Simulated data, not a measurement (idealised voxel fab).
Module name: voxel transistor to metal (process module)
Cross-section cut spans 145 nm and uses square cells 5 nm in size.
Cross-section = grid of square cells, listed top down in bands; band = one or more rows.
The entry gives the band's vertical extent as a top height and a bottom height in nm, then its horizontal make-up as materials from left to right, each with a width in nm. "blank" stands for empty space; a single material marked "everywhere" fills the band edge to edge.
Height is counted from the level 0, under which the received wafer is composed throughout of one material. The lowest of the bands is not closed at the bottom but continues downward, in the notation "from 0 down".
When a width is written as two numbers, as in "30->40", the first number is the width in the top row of cells of the band and the second is the width in its bottom row, and the width changes by the same amount from each row to the next.
Take "no alterations made" at face value: in the step it is given for, the cross-section changed in none of its cells.
What "Closed void listing" gives you is every empty space of 8 cells or more that is cut off from the top. Each appears as width x height at distance, with the distance taken from the left edge and width, height and distance all in nm.
Read whatever lies past the settings on a step's line as the simulator's own remark about the step.
"overlay nm" answers the question of how far to the right of plan the mask lay on a step that has a mask, and when it is negative the answer is to the left.
## The process steps that were planned are listed below
1,RECEIVE,material Si
2,CONFORMAL_DEP,material SiO2,thk nm 5
3,CONFORMAL_DEP,material SiN,thk nm 10
4,MASKED_ETCH,tone cover,mask id ACTIVE,width nm 95,etch materials SiN,depth nm 10,overlay nm 0
5,MASKED_ETCH,tone cover,mask id ACTIVE,width nm 95,etch materials SiO2,depth nm 5,overlay nm 0
6,MASKED_ETCH,tone cover,mask id ACTIVE,width nm 95,etch materials Si,depth nm 35,overlay nm 0
7,OXIDIZE,depth nm 5
8,FILL_DEP,material SiO2,thk nm 15
9,CMP,height nm 15
10,SELECTIVE_ETCH,etch materials SiO2,depth nm 10
11,STRIP,etch materials SiN
12,SELECTIVE_ETCH,etch materials SiO2,depth nm 5
13,OXIDIZE,depth nm 5
14,DIRECTIONAL_DEP,material polySi,thk nm 30
15,DIRECTIONAL_DEP,material SiCN,thk nm 10
16,MASKED_ETCH,tone cover,mask id GATE,width nm 25,etch materials SiCN,depth nm 20,overlay nm 0
17,MASKED_ETCH,tone cover,mask id GATE,width nm 25,etch materials polySi,depth nm 40,overlay nm 0
18,CONFORMAL_DEP,material SiN,thk nm 5
19,DIRECTIONAL_ETCH,etch materials SiN,depth nm 5
20,DIRECTIONAL_ETCH,etch materials SiO2,depth nm 5
21,EPI,material SiGe,thk nm 5
22,FILL_DEP,material SiO2,thk nm 5
23,CMP,height nm 40
24,DIRECTIONAL_DEP,material SiO2,thk nm 10
25,PATTERN,tone open,mask id CONTACT,material resist,width nm 15,pitch nm 70,thk nm 20,overlay nm 0
26,DIRECTIONAL_ETCH,etch materials SiO2,depth nm 50
27,STRIP,etch materials resist
28,CONFORMAL_DEP,material TiN,thk nm 5
29,FILL_DEP,material W,thk nm 10
30,CMP,height nm 50
31,CONFORMAL_DEP,material SiCN,thk nm 5
32,DIRECTIONAL_DEP,material lowk,thk nm 25
33,DIRECTIONAL_DEP,material aC,thk nm 15
34,PATTERN,tone open,mask id METAL_1,material resist,width nm 15,pitch nm 70,thk nm 30,overlay nm 0
35,DIRECTIONAL_ETCH,etch materials aC,depth nm 15
36,STRIP,etch materials resist
37,DIRECTIONAL_ETCH,etch materials lowk,depth nm 25
38,DIRECTIONAL_ETCH,etch materials SiCN,depth nm 5
39,STRIP,etch materials aC
40,CONFORMAL_DEP,material TiN,thk nm 5
41,FILL_DEP,material Ru,thk nm 10
42,CMP,height nm 80
43,CONFORMAL_DEP,material SiCN,thk nm 5
44,DIRECTIONAL_DEP,material lowk,thk nm 35
45,PATTERN,tone open,mask id METAL_2,material resist,width nm 15,pitch nm 70,thk nm 15,overlay nm 0
46,DIRECTIONAL_ETCH,etch materials lowk,depth nm 20
47,STRIP,etch materials resist
48,MASKED_ETCH,tone open,mask id METAL_2_HOLES,width nm 15,pitch nm 70,etch materials lowk,depth nm 15,overlay nm 0
49,MASKED_ETCH,tone open,mask id METAL_2_HOLES,width nm 15,pitch nm 70,etch materials SiCN,depth nm 5,overlay nm 0
50,CONFORMAL_DEP,material TiN,thk nm 5
51,FILL_DEP,material Ru,thk nm 10
52,CMP,height nm 120
53,CONFORMAL_DEP,material SiN,thk nm 5
## Incoming wafer in cross-section (state: after step 1)
- from 0 down: Si everywhere
- Closed void listing: none
## This is how the wafer looks in cross-section once the module is done, given the starting state and plan above and one mistake in carrying the plan out
- from 125 to 120: SiN everywhere
- from 120 to 85: lowk=30; TiN=5; Ru=5; TiN=5; lowk=55; TiN=5; Ru=5; TiN=5; lowk=30
- from 85 to 80: SiCN=30; TiN=15; SiCN=55; TiN=15; SiCN=30
- from 80 to 55: lowk=30; TiN=5; Ru=5; TiN=5; lowk=55; TiN=5; Ru=5; TiN=5; lowk=30
- from 55 to 50: SiCN=30; TiN=15; SiCN=55; TiN=15; SiCN=30
- from 50 to 40: SiO2=25; TiN=5; W=5; TiN=5; SiO2=55; TiN=5; W=5; TiN=5; SiO2=35
- from 40 to 30: SiO2=25; TiN=5; W=5; TiN=5; SiO2=15; SiN=5; SiCN=25; SiN=5; SiO2=5; TiN=5; W=5; TiN=5; SiO2=35
- from 30 to 5: SiO2=25; TiN=5; W=5; TiN=5; SiO2=15; SiN=5; polySi=25; SiN=5; SiO2=5; TiN=5; W=5; TiN=5; SiO2=35
- from 5 to 0: SiO2=25; TiN=15; SiO2=15; SiN=5; polySi=25; SiN=5; SiO2=5; TiN=15; SiO2=35
- from 0 to -5: SiO2=25; SiGe=30; SiO2=35; SiGe=30; SiO2=25
- from -5 to -40: SiO2=30; Si=85; SiO2=30
- from -40 down: Si everywhere
- Closed void listing: none
Finding, execution versus plan: step 25 ran differently from the plan; actual operation with settings: PATTERN,tone open,mask id CONTACT,material resist,width nm 15,pitch nm 70,thk nm 20,overlay nm -5
